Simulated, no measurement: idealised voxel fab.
Presented below is a process module, voxel gate over fins.
The figure presents cross-section cut, which has a width of 220 nm and is divided into square cells with an edge length of 5 nm.
Notation: cross-section as square-cell grid; stated in bands, top first, going down; one or more cell rows per band. Quick guide to a band line: top height, bottom height (nm) up front; then every material left to right with its width in nm. Only one material and it's marked "full width"? Then it fills the band edge to edge. And "blank" just means empty space. It should be noted that heights are counted from 0, beneath which the wafer as supplied is of one material throughout, and that the lowest band possesses no lower boundary but continues downward, as written in "0 -> down". The two numbers in a width such as "30->40" mark its ends across the band: the first belongs to the top row of cells, the second to the bottom row, and from each row to the next the width moves by the same amount. A step reported as "no alteration" is a step in which no cell of the cross-section changed. In "Cavities, sealed" the enclosed voids are listed, meaning empty spaces of 8 cells or larger without any opening to the top. The form is width x height at distance, distance from the left edge, units nm. Formally, on a step line, whatever follows the settings is a remark that the simulator itself makes on the step. The "overlay nm" setting may appear on a step's line; for a step that uses a mask, it gives how far to the right of its planned position the mask lay, and a negative value indicates the left.

The planned process steps are enumerated hereunder
1) RECEIVE (material Si)
2) CONFORMAL_DEP (material SiN; thk nm 5)
3) DIRECTIONAL_DEP (material aC; thk nm 10)
4) PATTERN (tone cover; mask id FINS; material resist; width nm 15; pitch nm 40; thk nm 25; overlay nm 0)
5) DIRECTIONAL_ETCH (etch materials aC; depth nm 10)
6) STRIP (etch materials resist)
7) DIRECTIONAL_ETCH (etch materials SiN; depth nm 5)
8) DIRECTIONAL_ETCH (etch materials Si; depth nm 40)
9) STRIP (etch materials aC)
10) OXIDIZE (depth nm 5)
11) FILL_DEP (material SiO2; thk nm 5)
12) CMP (height nm 5)
13) SELECTIVE_ETCH (etch materials SiO2; depth nm 15)
14) STRIP (etch materials SiN)
15) CONFORMAL_DEP (material HfO2; thk nm 5)
16) CONFORMAL_DEP (material TiN; thk nm 5)
17) CONFORMAL_DEP (material TiAl; thk nm 5)
18) CONFORMAL_DEP (material TiN; thk nm 5)
19) FILL_DEP (material W; thk nm 10)
20) CMP (height nm 25)
21) CONFORMAL_DEP (material SiCN; thk nm 10)

The first of two wafers, run as planned

Delivered wafer in cross-section: state after step 1
0 -> down: Si full width
Cavities, sealed: none

Step 2 done - wafer cross-section
5 -> 0: SiN full width
Under 0: no change, same as before.

Step 3 done - wafer cross-section
15 -> 5: aC full width
Under 5: no change, same as before.

Step 4 done - wafer cross-section
40 -> 15: 40 blank / 15 resist / 25 blank / 15 resist / 25 blank / 15 resist / 25 blank / 15 resist / 45 blank
Under 15: no change, same as before.

Step 5 done - wafer cross-section
30 -> 15: 40 blank / 15 resist / 25 blank / 15 resist / 25 blank / 15 resist / 25 blank / 15 resist / 45 blank
15 -> 5: 40 blank / 15 aC / 25 blank / 15 aC / 25 blank / 15 aC / 25 blank / 15 aC / 45 blank
Under 5: no change, same as before.

Step 6 done - wafer cross-section
15 -> 5: 40 blank / 15 aC / 25 blank / 15 aC / 25 blank / 15 aC / 25 blank / 15 aC / 45 blank
Under 5: no change, same as before.

Step 7 done - wafer cross-section
15 -> 5: 40 blank / 15 aC / 25 blank / 15 aC / 25 blank / 15 aC / 25 blank / 15 aC / 45 blank
5 -> 0: 40 blank / 15 SiN / 25 blank / 15 SiN / 25 blank / 15 SiN / 25 blank / 15 SiN / 45 blank
Under 0: no change, same as before.

Step 8 done - wafer cross-section
15 -> 5: 40 blank / 15 aC / 25 blank / 15 aC / 25 blank / 15 aC / 25 blank / 15 aC / 45 blank
5 -> 0: 40 blank / 15 SiN / 25 blank / 15 SiN / 25 blank / 15 SiN / 25 blank / 15 SiN / 45 blank
0 -> -40: 40 blank / 15 Si / 25 blank / 15 Si / 25 blank / 15 Si / 25 blank / 15 Si / 45 blank
Under -40: no change, same as before.

Step 9 done - wafer cross-section
5 -> 0: 40 blank / 15 SiN / 25 blank / 15 SiN / 25 blank / 15 SiN / 25 blank / 15 SiN / 45 blank
Under 0: no change, same as before.

Step 10 done - wafer cross-section
5 -> 0: 40 blank / 15 SiN / 25 blank / 15 SiN / 25 blank / 15 SiN / 25 blank / 15 SiN / 45 blank
0 -> -40: 40 blank / 5 SiO2 / 5 Si / 5 SiO2 / 25 blank / 5 SiO2 / 5 Si / 5 SiO2 / 25 blank / 5 SiO2 / 5 Si / 5 SiO2 / 25 blank / 5 SiO2 / 5 Si / 5 SiO2 / 45 blank
-40 -> -45: 45 SiO2 / 5 Si / 35 SiO2 / 5 Si / 35 SiO2 / 5 Si / 35 SiO2 / 5 Si / 50 SiO2
Under -45: no change, same as before.

Step 11 done - wafer cross-section
10 -> 5: SiO2 full width
5 -> 0: 40 SiO2 / 15 SiN / 25 SiO2 / 15 SiN / 25 SiO2 / 15 SiN / 25 SiO2 / 15 SiN / 45 SiO2
0 -> -45: 45 SiO2 / 5 Si / 35 SiO2 / 5 Si / 35 SiO2 / 5 Si / 35 SiO2 / 5 Si / 50 SiO2
Under -45: no change, same as before.

Step 12 done - wafer cross-section
5 -> 0: 40 SiO2 / 15 SiN / 25 SiO2 / 15 SiN / 25 SiO2 / 15 SiN / 25 SiO2 / 15 SiN / 45 SiO2
Under 0: no change, same as before.

Step 13 done - wafer cross-section
5 -> 0: 40 blank / 15 SiN / 25 blank / 15 SiN / 25 blank / 15 SiN / 25 blank / 15 SiN / 45 blank
0 -> -10: 45 blank / 5 Si / 35 blank / 5 Si / 35 blank / 5 Si / 35 blank / 5 Si / 50 blank
Under -10: no change, same as before.

Step 14 done - wafer cross-section
0 -> -10: 45 blank / 5 Si / 35 blank / 5 Si / 35 blank / 5 Si / 35 blank / 5 Si / 50 blank
Under -10: no change, same as before.

Step 15 done - wafer cross-section
5 -> 0: 40 blank / 15 HfO2 / 25 blank / 15 HfO2 / 25 blank / 15 HfO2 / 25 blank / 15 HfO2 / 45 blank
0 -> -5: 40 blank / 5 HfO2 / 5 Si / 5 HfO2 / 25 blank / 5 HfO2 / 5 Si / 5 HfO2 / 25 blank / 5 HfO2 / 5 Si / 5 HfO2 / 25 blank / 5 HfO2 / 5 Si / 5 HfO2 / 45 blank
-5 -> -10: 45 HfO2 / 5 Si / 35 HfO2 / 5 Si / 35 HfO2 / 5 Si / 35 HfO2 / 5 Si / 50 HfO2
Under -10: no change, same as before.

Step 16 done - wafer cross-section
10 -> 5: 35 blank / 25 TiN / 15 blank / 25 TiN / 15 blank / 25 TiN / 15 blank / 25 TiN / 40 blank
5 -> 0: 35 blank / 5 TiN / 15 HfO2 / 5 TiN / 15 blank / 5 TiN / 15 HfO2 / 5 TiN / 15 blank / 5 TiN / 15 HfO2 / 5 TiN / 15 blank / 5 TiN / 15 HfO2 / 5 TiN / 40 blank
0 -> -5: 40 TiN / 5 HfO2 / 5 Si / 5 HfO2 / 25 TiN / 5 HfO2 / 5 Si / 5 HfO2 / 25 TiN / 5 HfO2 / 5 Si / 5 HfO2 / 25 TiN / 5 HfO2 / 5 Si / 5 HfO2 / 45 TiN
Under -5: no change, same as before.

Step 17 done - wafer cross-section
15 -> 10: 30 blank / 35 TiAl / 5 blank / 35 TiAl / 5 blank / 35 TiAl / 5 blank / 35 TiAl / 35 blank
10 -> 5: 30 blank / 5 TiAl / 25 TiN / 5 TiAl / 5 blank / 5 TiAl / 25 TiN / 5 TiAl / 5 blank / 5 TiAl / 25 TiN / 5 TiAl / 5 blank / 5 TiAl / 25 TiN / 5 TiAl / 35 blank
5 -> 0: 35 TiAl / 5 TiN / 15 HfO2 / 5 TiN / 15 TiAl / 5 TiN / 15 HfO2 / 5 TiN / 15 TiAl / 5 TiN / 15 HfO2 / 5 TiN / 15 TiAl / 5 TiN / 15 HfO2 / 5 TiN / 40 TiAl
Under 0: no change, same as before.

Step 18 done - wafer cross-section
20 -> 15: 25 blank / 165 TiN / 30 blank
15 -> 10: 25 blank / 5 TiN / 35 TiAl / 5 TiN / 35 TiAl / 5 TiN / 35 TiAl / 5 TiN / 35 TiAl / 5 TiN / 30 blank
10 -> 5: 30 TiN / 5 TiAl / 25 TiN / 5 TiAl / 5 TiN / 5 TiAl / 25 TiN / 5 TiAl / 5 TiN / 5 TiAl / 25 TiN / 5 TiAl / 5 TiN / 5 TiAl / 25 TiN / 5 TiAl / 35 TiN
Under 5: no change, same as before.

Step 19 done - wafer cross-section
30 -> 20: W full width
20 -> 15: 25 W / 165 TiN / 30 W
15 -> 10: 25 W / 5 TiN / 35 TiAl / 5 TiN / 35 TiAl / 5 TiN / 35 TiAl / 5 TiN / 35 TiAl / 5 TiN / 30 W
Under 10: no change, same as before.

Step 20 done - wafer cross-section
25 -> 20: W full width
Under 20: no change, same as before.

Step 21 done - wafer cross-section
35 -> 25: SiCN full width
Under 25: no change, same as before.

Second wafer, same starting conditions and recipe as the first, one mistake in executing it, nothing differs from the first up to and including step 3

Cross-section, second wafer, at the end time the plan gives for step 4
40 -> 15: 40 blank / 20 resist / 20 blank / 20 resist / 20 blank / 20 resist / 20 blank / 20 resist / 40 blank
Under 15: no change, same as before.

Cross-section, second wafer, at the end time the plan gives for step 5
30 -> 15: 40 blank / 20 resist / 20 blank / 20 resist / 20 blank / 20 resist / 20 blank / 20 resist / 40 blank
15 -> 5: 40 blank / 20 aC / 20 blank / 20 aC / 20 blank / 20 aC / 20 blank / 20 aC / 40 blank
Under 5: no change, same as before.

Cross-section, second wafer, at the end time the plan gives for step 6
15 -> 5: 40 blank / 20 aC / 20 blank / 20 aC / 20 blank / 20 aC / 20 blank / 20 aC / 40 blank
Under 5: no change, same as before.

Cross-section, second wafer, at the end time the plan gives for step 7
15 -> 5: 40 blank / 20 aC / 20 blank / 20 aC / 20 blank / 20 aC / 20 blank / 20 aC / 40 blank
5 -> 0: 40 blank / 20 SiN / 20 blank / 20 SiN / 20 blank / 20 SiN / 20 blank / 20 SiN / 40 blank
Under 0: no change, same as before.

Cross-section, second wafer, at the end time the plan gives for step 8
15 -> 5: 40 blank / 20 aC / 20 blank / 20 aC / 20 blank / 20 aC / 20 blank / 20 aC / 40 blank
5 -> 0: 40 blank / 20 SiN / 20 blank / 20 SiN / 20 blank / 20 SiN / 20 blank / 20 SiN / 40 blank
0 -> -40: 40 blank / 20 Si / 20 blank / 20 Si / 20 blank / 20 Si / 20 blank / 20 Si / 40 blank
Under -40: no change, same as before.

Cross-section, second wafer, at the end time the plan gives for step 9
5 -> 0: 40 blank / 20 SiN / 20 blank / 20 SiN / 20 blank / 20 SiN / 20 blank / 20 SiN / 40 blank
Under 0: no change, same as before.

Cross-section, second wafer, at the end time the plan gives for step 10
5 -> 0: 40 blank / 20 SiN / 20 blank / 20 SiN / 20 blank / 20 SiN / 20 blank / 20 SiN / 40 blank
0 -> -40: 40 blank / 5 SiO2 / 10 Si / 5 SiO2 / 20 blank / 5 SiO2 / 10 Si / 5 SiO2 / 20 blank / 5 SiO2 / 10 Si / 5 SiO2 / 20 blank / 5 SiO2 / 10 Si / 5 SiO2 / 40 blank
-40 -> -45: 45 SiO2 / 10 Si / 30 SiO2 / 10 Si / 30 SiO2 / 10 Si / 30 SiO2 / 10 Si / 45 SiO2
Under -45: no change, same as before.

Cross-section, second wafer, at the end time the plan gives for step 11
10 -> 5: SiO2 full width
5 -> 0: 40 SiO2 / 20 SiN / 20 SiO2 / 20 SiN / 20 SiO2 / 20 SiN / 20 SiO2 / 20 SiN / 40 SiO2
0 -> -45: 45 SiO2 / 10 Si / 30 SiO2 / 10 Si / 30 SiO2 / 10 Si / 30 SiO2 / 10 Si / 45 SiO2
Under -45: no change, same as before.

Cross-section, second wafer, at the end time the plan gives for step 12
5 -> 0: 40 SiO2 / 20 SiN / 20 SiO2 / 20 SiN / 20 SiO2 / 20 SiN / 20 SiO2 / 20 SiN / 40 SiO2
Under 0: no change, same as before.

Cross-section, second wafer, at the end time the plan gives for step 13
5 -> 0: 40 blank / 20 SiN / 20 blank / 20 SiN / 20 blank / 20 SiN / 20 blank / 20 SiN / 40 blank
0 -> -10: 45 blank / 10 Si / 30 blank / 10 Si / 30 blank / 10 Si / 30 blank / 10 Si / 45 blank
Under -10: no change, same as before.

Cross-section, second wafer, at the end time the plan gives for step 14
0 -> -10: 45 blank / 10 Si / 30 blank / 10 Si / 30 blank / 10 Si / 30 blank / 10 Si / 45 blank
Under -10: no change, same as before.

Cross-section, second wafer, at the end time the plan gives for step 15
5 -> 0: 40 blank / 20 HfO2 / 20 blank / 20 HfO2 / 20 blank / 20 HfO2 / 20 blank / 20 HfO2 / 40 blank
0 -> -5: 40 blank / 5 HfO2 / 10 Si / 5 HfO2 / 20 blank / 5 HfO2 / 10 Si / 5 HfO2 / 20 blank / 5 HfO2 / 10 Si / 5 HfO2 / 20 blank / 5 HfO2 / 10 Si / 5 HfO2 / 40 blank
-5 -> -10: 45 HfO2 / 10 Si / 30 HfO2 / 10 Si / 30 HfO2 / 10 Si / 30 HfO2 / 10 Si / 45 HfO2
Under -10: no change, same as before.

Cross-section, second wafer, at the end time the plan gives for step 16
10 -> 5: 35 blank / 30 TiN / 10 blank / 30 TiN / 10 blank / 30 TiN / 10 blank / 30 TiN / 35 blank
5 -> 0: 35 blank / 5 TiN / 20 HfO2 / 5 TiN / 10 blank / 5 TiN / 20 HfO2 / 5 TiN / 10 blank / 5 TiN / 20 HfO2 / 5 TiN / 10 blank / 5 TiN / 20 HfO2 / 5 TiN / 35 blank
0 -> -5: 40 TiN / 5 HfO2 / 10 Si / 5 HfO2 / 20 TiN / 5 HfO2 / 10 Si / 5 HfO2 / 20 TiN / 5 HfO2 / 10 Si / 5 HfO2 / 20 TiN / 5 HfO2 / 10 Si / 5 HfO2 / 40 TiN
Under -5: no change, same as before.

Cross-section, second wafer, at the end time the plan gives for step 17
15 -> 10: 30 blank / 160 TiAl / 30 blank
10 -> 5: 30 blank / 5 TiAl / 30 TiN / 10 TiAl / 30 TiN / 10 TiAl / 30 TiN / 10 TiAl / 30 TiN / 5 TiAl / 30 blank
5 -> 0: 35 TiAl / 5 TiN / 20 HfO2 / 5 TiN / 10 TiAl / 5 TiN / 20 HfO2 / 5 TiN / 10 TiAl / 5 TiN / 20 HfO2 / 5 TiN / 10 TiAl / 5 TiN / 20 HfO2 / 5 TiN / 35 TiAl
Under 0: no change, same as before.

Cross-section, second wafer, at the end time the plan gives for step 18
20 -> 15: 25 blank / 170 TiN / 25 blank
15 -> 10: 25 blank / 5 TiN / 160 TiAl / 5 TiN / 25 blank
10 -> 5: 30 TiN / 5 TiAl / 30 TiN / 10 TiAl / 30 TiN / 10 TiAl / 30 TiN / 10 TiAl / 30 TiN / 5 TiAl / 30 TiN
Under 5: no change, same as before.

Cross-section, second wafer, at the end time the plan gives for step 19
30 -> 20: W full width
20 -> 15: 25 W / 170 TiN / 25 W
15 -> 10: 25 W / 5 TiN / 160 TiAl / 5 TiN / 25 W
Under 10: no change, same as before.

Cross-section, second wafer, at the end time the plan gives for step 20
25 -> 20: W full width
Under 20: no change, same as before.

Cross-section, second wafer, at the end time the plan gives for step 21
35 -> 25: SiCN full width
Under 25: no change, same as before.
Short version of what went wrong: step 4 was not run as planned; what actually ran was PATTERN (tone cover; mask id FINS; material resist; width nm 20; pitch nm 40; thk nm 25; overlay nm 0)
Heads up, by the end the second wafer has more or fewer cells of some materials compared to the first: +36 Si; -28 SiO2; -6 TiN; -2 W
